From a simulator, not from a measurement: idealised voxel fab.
voxel gate over fins: a process module
Cross-sectional view cut (width: 195 nm; square cell size: 5 nm).
Format of a cross-section: grid, square cells. Given as bands. Order: top down. Band: one or more rows of cells. Look at the band entry: it leads with the top's height and the bottom's height in nm. Then it lists the materials left to right, with a width in nm for each. The word "edge to edge" on a single material says that material fills the band edge to edge. The word "blank" is empty space. Ref level 0: as-received wafer is one material below here. Bottom band extends down with no lower bound ("from 0 down"). Top row gets the first number, bottom row gets the second, and each row in between changes by the same step: that is how a band width like "30 to 40" works. Where the words "all unchanged" appear for a step, the cross-section shows no cell changed by that step; every cell remained as before. Empty spaces counting at least 8 cells and having no open way to the top are listed in "Unvented internal voids". The notation width x height at distance is used for each, the distance being from the left edge and all three values in nm. Note: text after step settings on the step line = simulator remark on that step. The "overlay nm" setting may appear on a step's line; for a step that uses a mask, it gives how far to the right of its planned position the mask lay, and a negative value indicates the left.
### Here's what the planned process steps look like
1) RECEIVE [material Si]
2) CONFORMAL_DEP [material SiN] [thk nm 5]
3) PATTERN [tone cover] [mask id FINS] [material resist] [width nm 15] [pitch nm 40] [thk nm 15] [overlay nm 0]
4) DIRECTIONAL_ETCH [etch materials SiN] [depth nm 5]
5) DIRECTIONAL_ETCH [etch materials Si] [depth nm 40]
6) STRIP [etch materials resist]
7) FILL_DEP [material SiO2] [thk nm 10]
8) CMP [height nm 5]
9) SELECTIVE_ETCH [etch materials SiO2] [depth nm 20]
10) STRIP [etch materials SiN]
11) CONFORMAL_DEP [material HfO2] [thk nm 5]
12) CONFORMAL_DEP [material TiN] [thk nm 5]
13) CONFORMAL_DEP [material TiAl] [thk nm 5]
14) CONFORMAL_DEP [material TiN] [thk nm 5]
15) FILL_DEP [material W] [thk nm 15]
16) CMP [height nm 30]
17) CONFORMAL_DEP [material SiN] [thk nm 5]
### Wafer cross-section on receipt, i.e. after step 1
	from 0 down: Si edge to edge
	Unvented internal voids: none
### The following cross-section depicts the wafer upon conclusion of the module. Processing commenced from the starting condition illustrated above and adhered to the plan illustrated above, save for one mistake in execution
	from 35 to 30: SiN edge to edge
	from 30 to 20: W edge to edge
	from 20 to 15: 25 W, 135 TiN, 35 W
	from 15 to 10: 25 W, 5 TiN, 125 TiAl, 5 TiN, 35 W
	from 10 to 5: 25 W, 5 TiN, 5 TiAl, 35 TiN, 5 TiAl, 35 TiN, 5 TiAl, 35 TiN, 5 TiAl, 5 TiN, 35 W
	from 5 to 0: 30 TiN, 5 TiAl, 5 TiN, 25 HfO2, 5 TiN, 5 TiAl, 5 TiN, 25 HfO2, 5 TiN, 5 TiAl, 5 TiN, 25 HfO2, 5 TiN, 5 TiAl, 40 TiN
	from 0 to -5: 35 TiAl, 5 TiN, 5 HfO2, 15 Si, 5 HfO2, 5 TiN, 5 TiAl, 5 TiN, 5 HfO2, 15 Si, 5 HfO2, 5 TiN, 5 TiAl, 5 TiN, 5 HfO2, 15 Si, 5 HfO2, 5 TiN, 45 TiAl
	from -5 to -10: 40 TiN, 5 HfO2, 15 Si, 5 HfO2, 15 TiN, 5 HfO2, 15 Si, 5 HfO2, 15 TiN, 5 HfO2, 15 Si, 5 HfO2, 50 TiN
	from -10 to -15: 45 HfO2, 15 Si, 25 HfO2, 15 Si, 25 HfO2, 15 Si, 55 HfO2
	from -15 to -40: 45 SiO2, 15 Si, 25 SiO2, 15 Si, 25 SiO2, 15 Si, 55 SiO2
	from -40 down: Si edge to edge
	Unvented internal voids: none
What was done differently from what was planned? contrary to plan, step 3 was performed as PATTERN [tone cover] [mask id FINS] [material resist] [width nm 15] [pitch nm 40] [thk nm 15] [overlay nm -5]
